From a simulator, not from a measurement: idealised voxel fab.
This is a process module. Its name is voxel quadruple lines.
Shown is cross-section cut, with a width of 255 nm and square cells of size 5 nm.
Cross-section = grid of square cells, listed top down in bands; band = one or more rows. Basically the band line says how high the top is and how high the bottom is, in nm, and then what's in it from left to right, every material with its width in nm. Empty space shows up as "blank", and if a single material carries "all across" it runs the full band edge to edge. Basically, 0 is our baseline, since under it the wafer straight out of the box is all one material. The bottom band has no lower end and keeps on going down, so it looks like "0 down". You'd read "30..40" like this: the band's top row of cells is as wide as the first number, its bottom row is as wide as the second, and going down, every row changes width by the same amount as the row before did. When a step is marked "no alterations made", none of the cells in the cross-section changed during that step. Voids not open to the top, 8 cells minimum: see "Encapsulated voids". Written width x height at distance; distance is from the left edge; nm. Text after the settings on a step's line: the simulator's own remark on that step. Steps that use a mask can have "overlay nm" on their line. It says how far the mask sat to the right of where it was meant to be. Negative means to the left.
Steps in the process plan:
1 RECEIVE, material Si
2 CONFORMAL_DEP, material SiO2, thk nm 10
3 DIRECTIONAL_DEP, material Ru, thk nm 10
4 DIRECTIONAL_DEP, material polySi, thk nm 20
5 DIRECTIONAL_DEP, material aC, thk nm 20
6 PATTERN, tone cover, mask id MANDREL, material resist, width nm 35, thk nm 30, overlay nm 0
7 DIRECTIONAL_ETCH, etch materials aC, depth nm 20
8 STRIP, etch materials resist
9 CONFORMAL_DEP, material SiO2, thk nm 15
10 DIRECTIONAL_ETCH, etch materials SiO2, depth nm 15
11 STRIP, etch materials aC
12 DIRECTIONAL_ETCH, etch materials polySi, depth nm 20
13 STRIP, etch materials SiO2
14 CONFORMAL_DEP, material SiCN, thk nm 10
15 DIRECTIONAL_ETCH, etch materials SiCN, depth nm 10
16 STRIP, etch materials polySi
17 DIRECTIONAL_ETCH, etch materials Ru, depth nm 10
18 STRIP, etch materials SiCN
19 FILL_DEP, material lowk, thk nm 5
20 CMP, height nm 20
The first of two wafers, run as planned:
Cross-section of the incoming wafer, state after step 1:
	0 down  Si all across
	Encapsulated voids: none
After step 2: wafer cross-section:
	10 to 0  SiO2 all across
	Below 0, no change.
After step 3: wafer cross-section:
	20 to 10  Ru all across
	Below 10, no change.
After step 4: wafer cross-section:
	40 to 20  polySi all across
	Below 20, no change.
After step 5: wafer cross-section:
	60 to 40  aC all across
	Below 40, no change.
After step 6: wafer cross-section:
	90 to 60  blank=110, resist=35, blank=110
	Below 60, no change.
After step 7: wafer cross-section:
	70 to 60  blank=110, resist=35, blank=110
	60 to 40  blank=110, aC=35, blank=110
	Below 40, no change.
After step 8: wafer cross-section:
	60 to 40  blank=110, aC=35, blank=110
	Below 40, no change.
After step 9: wafer cross-section:
	75 to 60  blank=95, SiO2=65, blank=95
	60 to 55  blank=95, SiO2=15, aC=35, SiO2=15, blank=95
	55 to 40  SiO2=110, aC=35, SiO2=110
	Below 40, no change.
After step 10: wafer cross-section:
	60 to 40  blank=95, SiO2=15, aC=35, SiO2=15, blank=95
	Below 40, no change.
After step 11: wafer cross-section:
	60 to 40  blank=95, SiO2=15, blank=35, SiO2=15, blank=95
	Below 40, no change.
After step 12: wafer cross-section:
	60 to 40  blank=95, SiO2=15, blank=35, SiO2=15, blank=95
	40 to 20  blank=95, polySi=15, blank=35, polySi=15, blank=95
	Below 20, no change.
After step 13: wafer cross-section:
	40 to 20  blank=95, polySi=15, blank=35, polySi=15, blank=95
	Below 20, no change.
After step 14: wafer cross-section:
	50 to 40  blank=85, SiCN=35, blank=15, SiCN=35, blank=85
	40 to 30  blank=85, SiCN=10, polySi=15, SiCN=10, blank=15, SiCN=10, polySi=15, SiCN=10, blank=85
	30 to 20  SiCN=95, polySi=15, SiCN=35, polySi=15, SiCN=95
	Below 20, no change.
After step 15: wafer cross-section:
	40 to 20  blank=85, SiCN=10, polySi=15, SiCN=10, blank=15, SiCN=10, polySi=15, SiCN=10, blank=85
	Below 20, no change.
After step 16: wafer cross-section:
	40 to 20  blank=85, SiCN=10, blank=15, SiCN=10, blank=15, SiCN=10, blank=15, SiCN=10, blank=85
	Below 20, no change.
After step 17: wafer cross-section:
	40 to 20  blank=85, SiCN=10, blank=15, SiCN=10, blank=15, SiCN=10, blank=15, SiCN=10, blank=85
	20 to 10  blank=85, Ru=10, blank=15, Ru=10, blank=15, Ru=10, blank=15, Ru=10, blank=85
	Below 10, no change.
After step 18: wafer cross-section:
	20 to 10  blank=85, Ru=10, blank=15, Ru=10, blank=15, Ru=10, blank=15, Ru=10, blank=85
	Below 10, no change.
After step 19: wafer cross-section:
	25 to 20  lowk all across
	20 to 10  lowk=85, Ru=10, lowk=15, Ru=10, lowk=15, Ru=10, lowk=15, Ru=10, lowk=85
	Below 10, no change.
After step 20: wafer cross-section:
	20 to 10  lowk=85, Ru=10, lowk=15, Ru=10, lowk=15, Ru=10, lowk=15, Ru=10, lowk=85
	Below 10, no change.
Notes, second wafer: start = first wafer's, plan = first wafer's, execution had one mistake; history identical to first through step 12:
Second wafer profile in section, at the moment step 13 of the plan was meant to be complete:
	40 to 20  blank=95, polySi=15, blank=35, polySi=15, blank=95
	Below 20, no change.
Second wafer profile in section, at the moment step 14 of the plan was meant to be complete:
	50 to 40  blank=85, SiCN=35, blank=15, SiCN=35, blank=85
	40 to 30  blank=85, SiCN=10, polySi=15, SiCN=10, blank=15, SiCN=10, polySi=15, SiCN=10, blank=85
	30 to 20  SiCN=95, polySi=15, SiCN=35, polySi=15, SiCN=95
	Below 20, no change.
Second wafer profile in section, at the moment step 15 of the plan was meant to be complete:
	40 to 20  blank=85, SiCN=10, polySi=15, SiCN=10, blank=15, SiCN=10, polySi=15, SiCN=10, blank=85
	Below 20, no change.
Second wafer profile in section, at the moment step 16 of the plan was meant to be complete:
	40 to 20  blank=85, SiCN=10, blank=15, SiCN=10, blank=15, SiCN=10, blank=15, SiCN=10, blank=85
	Below 20, no change.
Second wafer profile in section, at the moment step 17 of the plan was meant to be complete:
	40 to 20  blank=85, SiCN=10, blank=15, SiCN=10, blank=15, SiCN=10, blank=15, SiCN=10, blank=85
	20 to 10  blank=85, Ru=10, blank=15, Ru=10, blank=15, Ru=10, blank=15, Ru=10, blank=85
	Below 10, no change.
Second wafer profile in section, at the moment step 18 of the plan was meant to be complete:
	20 to 10  blank=85, Ru=10, blank=15, Ru=10, blank=15, Ru=10, blank=15, Ru=10, blank=85
	Below 10, no change.
Second wafer profile in section, at the moment step 19 of the plan was meant to be complete:
	25 to 20  lowk all across
	20 to 10  lowk=85, Ru=10, lowk=15, Ru=10, lowk=15, Ru=10, lowk=15, Ru=10, lowk=85
	Below 10, no change.
Second wafer profile in section, at the moment step 20 of the plan was meant to be complete:
	20 to 10  lowk=85, Ru=10, lowk=15, Ru=10, lowk=15, Ru=10, lowk=15, Ru=10, lowk=85
	Below 10, no change.
Run error: step 13 of the plan was performed twice
Honestly, by the end the two wafers have the same cross-section, so the mistake just doesn't show up in what this model computes.
